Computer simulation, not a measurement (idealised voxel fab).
The following process module bears the name voxel ribs on slabs.
Cross-sectional view cut (width: 300 nm; square cell size: 5 nm).
Cross-section layout: square cells on a grid; listed as bands, top to bottom; a band spans one or more cell rows.
Heads up on the band format: heights come first, top then bottom, in nm. After that it's the materials left to right, each with its width in nm. A single material flagged "throughout" fills the whole band edge to edge, and "blank" means there's empty space there.
Note: height 0 marks the level under which the wafer is uniformly one material as received. Lowest band unbounded below, written "0..down".
Width: "30->40" (first number = top row, second number = bottom row, same change from row to row of cells).
No cell of the cross-section changed in a step that is given as "no alterations made".
The entry titled "Cavities, sealed" provides the empty spaces that have no open way to the top, restricted to those of 8 cells or more. Each is presented as width x height at distance, the distance being measured from the left edge, with all three in nm.
Step line, after settings: the simulator's comment on this step.
The "overlay nm" setting may appear on a step's line; for a step that uses a mask, it gives how far to the right of its planned position the mask lay, and a negative value indicates the left.
-- Listed below are the process steps as planned
1) RECEIVE (material Si)
2) DIRECTIONAL_DEP (material SiO2; thk nm 20)
3) DIRECTIONAL_DEP (material polySi; thk nm 20)
4) DIRECTIONAL_DEP (material aC; thk nm 15)
5) PATTERN (tone cover; mask id RIB; material resist; width nm 30; thk nm 30; overlay nm -15)
6) DIRECTIONAL_ETCH (etch materials aC; depth nm 15)
7) STRIP (etch materials resist)
8) DIRECTIONAL_ETCH (etch materials polySi; depth nm 10)
9) STRIP (etch materials aC)
10) PATTERN (tone cover; mask id SLAB; material resist; width nm 90; thk nm 20; overlay nm 0)
11) DIRECTIONAL_ETCH (etch materials polySi; depth nm 10)
12) STRIP (etch materials resist)
13) FILL_DEP (material SiO2; thk nm 30)
14) CMP (height nm 60)
15) DIRECTIONAL_DEP (material TiN; thk nm 5)
16) DIRECTIONAL_DEP (material aC; thk nm 15)
17) PATTERN (tone cover; mask id HEATER; material resist; width nm 40; thk nm 30; overlay nm 0)
18) DIRECTIONAL_ETCH (etch materials aC; depth nm 15)
19) STRIP (etch materials resist)
20) DIRECTIONAL_ETCH (etch materials TiN; depth nm 5)
21) STRIP (etch materials aC)
22) CONFORMAL_DEP (material SiO2; thk nm 5)
Wafers differ in overlay nm at step 5; plan lists the first wafer's value; identical starting state.
-- Step 1 complete: as-received cross-section of the first of several wafers
    0..down = Si throughout
    Cavities, sealed: none
-- Per-wafer rows below. For each material: cells gained (+) or lost (-) since the wafer was received, as of end of module. Then: closed voids
overlay nm -15, +734 SiO2, +8 TiN, +48 polySi, Cavities, sealed: none
overlay nm -10, +734 SiO2, +8 TiN, +48 polySi, Cavities, sealed: none
overlay nm -5, +734 SiO2, +8 TiN, +48 polySi, Cavities, sealed: none
overlay nm 0, +734 SiO2, +8 TiN, +48 polySi, Cavities, sealed: none
overlay nm 5, +734 SiO2, +8 TiN, +48 polySi, Cavities, sealed: none
overlay nm 10, +734 SiO2, +8 TiN, +48 polySi, Cavities, sealed: none
overlay nm 15, +734 SiO2, +8 TiN, +48 polySi, Cavities, sealed: none
